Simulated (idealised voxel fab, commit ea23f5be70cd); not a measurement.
You're looking at the process module voxel local oxidation.
The figure presents cross-section cut, which has a width of 285 nm and is divided into square cells with an edge length of 5 nm.
We lay out every cross-section as a grid of square cells and spell it out in bands from the top down, where one band means one or more rows of cells.
What a band's entry tells you: where the top is and where the bottom is, as heights in nm, and after that what lies inside, material by material from left to right, each with its width in nm. Empty space is written as the word "empty", and a single material marked with the word "all across" occupies the band from edge to edge.
Height 0 is the level under which the wafer as received is all one material. The lowest band goes on downwards, as in "0 and below".
The expression "30..40" gives the width at the extremes of the band, the first number at its top row of cells and the second at its bottom row, with the width changing by equal amounts from each row to the next in between.
"stayed the same" after a step means that no cell of the cross-section changed.
"Enclosed voids": sealed empty spaces, 8 cells or more, no open way to top, listed width x height at distance, with distance from the left edge and width, height and distance in nm.
On a step's line, text after the settings is the simulator commenting on that step.
The line of a step may include "overlay nm". On a step with a mask, this value is how far to the right of its planned place the mask lay. A negative value means the mask lay to the left.

### Process steps foreseen in the plan
1) RECEIVE [material Si]
2) CONFORMAL_DEP [material SiO2] [thk nm 5]
3) CONFORMAL_DEP [material SiN] [thk nm 10]
4) MASKED_ETCH [tone cover] [mask id ACTIVE] [width nm 110] [etch materials SiN] [depth nm 10] [overlay nm 0]
5) SELECTIVE_ETCH [etch materials SiO2] [depth nm 5]
6) OXIDIZE [depth nm 15]
7) STRIP [etch materials SiN]

### On the first of the two wafers: run conducted according to plan

### Cross-section of the wafer upon arrival, representing the state reached after step 1
* 0 and below: Si all across
* Enclosed voids: none

### So this is the wafer cross-section right after step 2
* 5 down to 0: SiO2 all across
* Under the height 0 nothing was changed.

### So this is the wafer cross-section right after step 3
* 15 down to 5: SiN all across
* Under the height 5 nothing was changed.

### So this is the wafer cross-section right after step 4
* 15 down to 5: empty=85 | SiN=110 | empty=90
* Under the height 5 nothing was changed.

### So this is the wafer cross-section right after step 5
* 15 down to 5: empty=85 | SiN=110 | empty=90
* 5 down to 0: empty=90 | SiO2=100 | empty=95
* Under the height 0 nothing was changed.

### So this is the wafer cross-section right after step 6
* 15 down to 5: empty=85 | SiN=110 | empty=90
* 5 down to 0: empty=90 | SiO2=100 | empty=95
* 0 down to -15: SiO2=105 | Si=70 | SiO2=110
* Under the height -15 nothing was changed.

### So this is the wafer cross-section right after step 7
* 5 down to 0: empty=90 | SiO2=100 | empty=95
* Under the height 0 nothing was changed.

### It is to be noted that the second wafer proceeded from the same initial state and according to the same plan as the first, although one mistake was committed in its execution; through step 1, inclusive, the two wafers share an identical history

What the second wafer looks like in cross-section when step 2 should have wrapped up: stayed the same

### What the second wafer looks like in cross-section when step 3 should have wrapped up
* 10 down to 0: SiN all across
* Under the height 0 nothing was changed.

### What the second wafer looks like in cross-section when step 4 should have wrapped up
* 10 down to 0: empty=85 | SiN=110 | empty=90
* Under the height 0 nothing was changed.

What the second wafer looks like in cross-section when step 5 should have wrapped up: stayed the same

### What the second wafer looks like in cross-section when step 6 should have wrapped up
* 10 down to 0: empty=85 | SiN=110 | empty=90
* 0 down to -15: SiO2=100 | Si=80 | SiO2=105
* Under the height -15 nothing was changed.

### What the second wafer looks like in cross-section when step 7 should have wrapped up
* 0 down to -15: SiO2=100 | Si=80 | SiO2=105
* Under the height -15 nothing was changed.
Run error: the plan's step 2 was left out and never carried out
Final tally in cells, some materials are higher or lower on the second wafer than on the first: 6 more of Si, 26 fewer of SiO2
